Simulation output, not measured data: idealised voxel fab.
process module | voxel wiring stack
cross-section cut | 260 nm wide | cells 5 nm
A cross-section is a grid of square cells, given in bands from the top down. A band is one or more rows of cells.
Each band's line starts with the height of the band's top and of its bottom, in nm. Then come its materials from left to right, each with its width in nm. One material with "throughout" fills the band from edge to edge. "air" is empty space.
Height 0 is the level under which the wafer as received is all one material. The lowest band goes on downwards, as in "0 down".
A width such as "30 to 40" changes by the same amount from each row of cells to the next, from the band's top row to its bottom row.
"no change" after a step means that no cell of the cross-section changed.
closed voids: empty space of 8 cells or more with no open way to the top, each as width x height at its distance from the left edge, in nm
after a step's settings: what the simulator itself notes on the step
overlay nm, on a step with a mask: how far to the right of its planned place the mask lay; to the left if negative
plan
1 op RECEIVE | material Si
2 op CONFORMAL_DEP | material SiO2 | thk nm 10
3 op DIRECTIONAL_DEP | material TiN | thk nm 5
4 op DIRECTIONAL_DEP | material W | thk nm 25
5 op MASKED_ETCH | tone cover | mask id METAL_1 | width nm 20 | pitch nm 50 | etch materials W | depth nm 25 | overlay nm 0
6 op MASKED_ETCH | tone cover | mask id METAL_1 | width nm 20 | pitch nm 50 | etch materials TiN | depth nm 5 | overlay nm 0
7 op CONFORMAL_DEP | material SiN | thk nm 5
8 op FILL_DEP | material lowk | thk nm 10
9 op CMP | height nm 40
10 op CONFORMAL_DEP | material SiCN | thk nm 5
11 op DIRECTIONAL_DEP | material lowk | thk nm 15
12 op MASKED_ETCH | tone open | mask id PLUG_1 | width nm 15 | pitch nm 100 | etch materials lowk | depth nm 15 | overlay nm 0
13 op MASKED_ETCH | tone open | mask id PLUG_1 | width nm 15 | pitch nm 100 | etch materials SiCN | depth nm 5 | overlay nm 0
14 op CONFORMAL_DEP | material TiN | thk nm 5
15 op FILL_DEP | material Cu | thk nm 5
16 op CMP | height nm 60
17 op CONFORMAL_DEP | material SiCN | thk nm 5
18 op DIRECTIONAL_DEP | material SiO2 | thk nm 25
19 op DIRECTIONAL_DEP | material aC | thk nm 15
20 op PATTERN | tone open | mask id METAL_2 | material resist | width nm 20 | pitch nm 50 | thk nm 30 | overlay nm 0
21 op DIRECTIONAL_ETCH | etch materials aC | depth nm 15
22 op STRIP | etch materials resist
23 op DIRECTIONAL_ETCH | etch materials SiO2 | depth nm 25
24 op DIRECTIONAL_ETCH | etch materials SiCN | depth nm 5
25 op STRIP | etch materials aC
26 op CONFORMAL_DEP | material TiN | thk nm 5
27 op FILL_DEP | material Ru | thk nm 10
28 op CMP | height nm 90
29 op CONFORMAL_DEP | material SiCN | thk nm 5
30 op DIRECTIONAL_DEP | material SiO2 | thk nm 20
31 op MASKED_ETCH | tone open | mask id PLUG_2 | width nm 15 | pitch nm 50 | etch materials SiO2 | depth nm 20 | overlay nm 0
32 op MASKED_ETCH | tone open | mask id PLUG_2 | width nm 15 | pitch nm 50 | etch materials SiCN | depth nm 5 | overlay nm 0
33 op CONFORMAL_DEP | material TiN | thk nm 5
34 op FILL_DEP | material W | thk nm 5
35 op CMP | height nm 115
36 op CONFORMAL_DEP | material SiCN | thk nm 5
37 op DIRECTIONAL_DEP | material SiO2 | thk nm 20
38 op PATTERN | tone open | mask id METAL_3 | material resist | width nm 20 | pitch nm 50 | thk nm 15 | overlay nm 0
39 op DIRECTIONAL_ETCH | etch materials SiO2 | depth nm 20
40 op DIRECTIONAL_ETCH | etch materials SiCN | depth nm 5
41 op STRIP | etch materials resist
42 op CONFORMAL_DEP | material TiN | thk nm 5
43 op FILL_DEP | material Ru | thk nm 5
44 op CMP | height nm 140
45 op EPI | material Ru | thk nm 5
46 op FILL_DEP | material SiCN | thk nm 5
as received, after step 1
  0 down: Si throughout
  closed voids: none
a wafer at the end: this start, this plan, one mistake
  150 to 145: SiCN throughout
  145 to 140: SiCN 65 | Ru 30 | SiCN 20 | Ru 30 | SiCN 20 | Ru 30 | SiCN 65
  140 to 120: SiO2 70 | TiN 5 | Ru 10 | TiN 5 | SiO2 30 | TiN 5 | Ru 10 | TiN 5 | SiO2 30 | TiN 5 | Ru 10 | TiN 5 | SiO2 70
  120 to 115: SiCN 70 | TiN 20 | SiCN 30 | TiN 20 | SiCN 30 | TiN 20 | SiCN 70
  115 to 95: SiO2 70 | TiN 5 | W 5 | TiN 5 | SiO2 35 | TiN 5 | W 5 | TiN 5 | SiO2 35 | TiN 5 | W 5 | TiN 5 | SiO2 75
  95 to 90: SiCN 70 | TiN 15 | SiCN 35 | TiN 15 | SiCN 35 | TiN 15 | SiCN 75
  90 to 65: SiO2 70 | TiN 5 | Ru 10 | TiN 5 | SiO2 30 | TiN 5 | Ru 10 | TiN 5 | SiO2 30 | TiN 5 | Ru 10 | TiN 5 | SiO2 70
  65 to 60: SiCN 70 | TiN 20 | SiCN 30 | TiN 20 | SiCN 30 | TiN 20 | SiCN 70
  60 to 45: lowk 70 | TiN 5 | Cu 5 | TiN 5 | lowk 85 | TiN 5 | Cu 5 | TiN 5 | lowk 75
  45 to 40: SiCN 70 | TiN 15 | SiCN 85 | TiN 15 | SiCN 75
  40 to 25: lowk 65 | SiN 5 | W 20 | SiN 5 | lowk 20 | SiN 5 | W 20 | SiN 5 | lowk 20 | SiN 5 | W 20 | SiN 5 | lowk 65
  25 to 20: SiN 70 | TiN 20 | SiN 30 | TiN 20 | SiN 30 | TiN 20 | SiN 70
  20 to 10: TiN throughout
  10 to 0: SiO2 throughout
  0 down: Si throughout
  closed voids: none
what went wrong: step 3 ran as: op DIRECTIONAL_DEP | material TiN | thk nm 15
